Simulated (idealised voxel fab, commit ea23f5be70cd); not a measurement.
Module name: voxel double patterning (process module)
The figure presents cross-section cut, which has a width of 170 nm and is divided into square cells with an edge length of 5 nm.
A cross-section is written here as square cells arranged in a grid, and it is given in bands from the top down, each band taking up one or more rows of cells.
Basically the band line says how high the top is and how high the bottom is, in nm, and then what's in it from left to right, every material with its width in nm. Empty space shows up as "blank", and if a single material carries "full width" it runs the full band edge to edge.
The reference from which all heights are counted is 0, the level beneath which the as-received wafer is entirely one material; the lowest band, having no lower bound, proceeds downward and is written after the example "0 nm and below".
A width such as "30..40" changes by the same amount from each row of cells to the next, from the band's top row to its bottom row.
Step marked "left unchanged"? Then no cell in the cross-section changed in it.
"Voids, fully enclosed" contains a list of empty spaces, each no smaller than 8 cells and without an open way to the top, written in the form width x height at distance with the distance from the left edge and all three in nm.
What comes after the settings on a step's line is commentary from the simulator itself on that step.
overlay nm: mask offset rightward from planned place, masked step; negative means leftward offset.
The following list gives the planned process steps
- 1: RECEIVE (material Si)
- 2: CONFORMAL_DEP (material SiN; thk nm 10)
- 3: DIRECTIONAL_DEP (material SiO2; thk nm 15)
- 4: DIRECTIONAL_DEP (material SiCN; thk nm 5)
- 5: PATTERN (tone open; mask id FIRST; material resist; width nm 15; pitch nm 50; thk nm 15; overlay nm 0)
- 6: DIRECTIONAL_ETCH (etch materials SiCN; depth nm 5)
- 7: STRIP (etch materials resist)
- 8: DIRECTIONAL_DEP (material aC; thk nm 10)
- 9: PATTERN (tone open; mask id SECOND; material resist; width nm 15; thk nm 30; overlay nm 0)
- 10: DIRECTIONAL_ETCH (etch materials aC; depth nm 10)
- 11: STRIP (etch materials resist)
- 12: DIRECTIONAL_ETCH (etch materials SiCN; depth nm 5)
- 13: STRIP (etch materials aC)
- 14: DIRECTIONAL_ETCH (etch materials SiO2; depth nm 15)
- 15: STRIP (etch materials SiCN)
Delivered wafer in cross-section: state after step 1
0 nm and below: Si full width
Voids, fully enclosed: none
Cross-section taken at module completion on the first of two wafers; processed per the plan
25 nm to 10 nm: SiO2: 50  blank: 15  SiO2: 10  blank: 15  SiO2: 10  blank: 15  SiO2: 55
10 nm to 0 nm: SiN full width
0 nm and below: Si full width
Voids, fully enclosed: none
Cross-section at end of module for the second wafer of two, which matched the first in starting point and plan and differed by one mistake in its processing
40 nm to 25 nm: SiO2: 50  blank: 15  SiO2: 10  blank: 15  SiO2: 10  blank: 15  SiO2: 55
25 nm to 10 nm: SiO2 full width
10 nm to 0 nm: SiN full width
0 nm and below: Si full width
Voids, fully enclosed: none
Want to know what went wrong? plan step 3 was conducted twice
The second wafer ends with more or fewer cells of some materials than the first, per final count: SiO2: 102 more
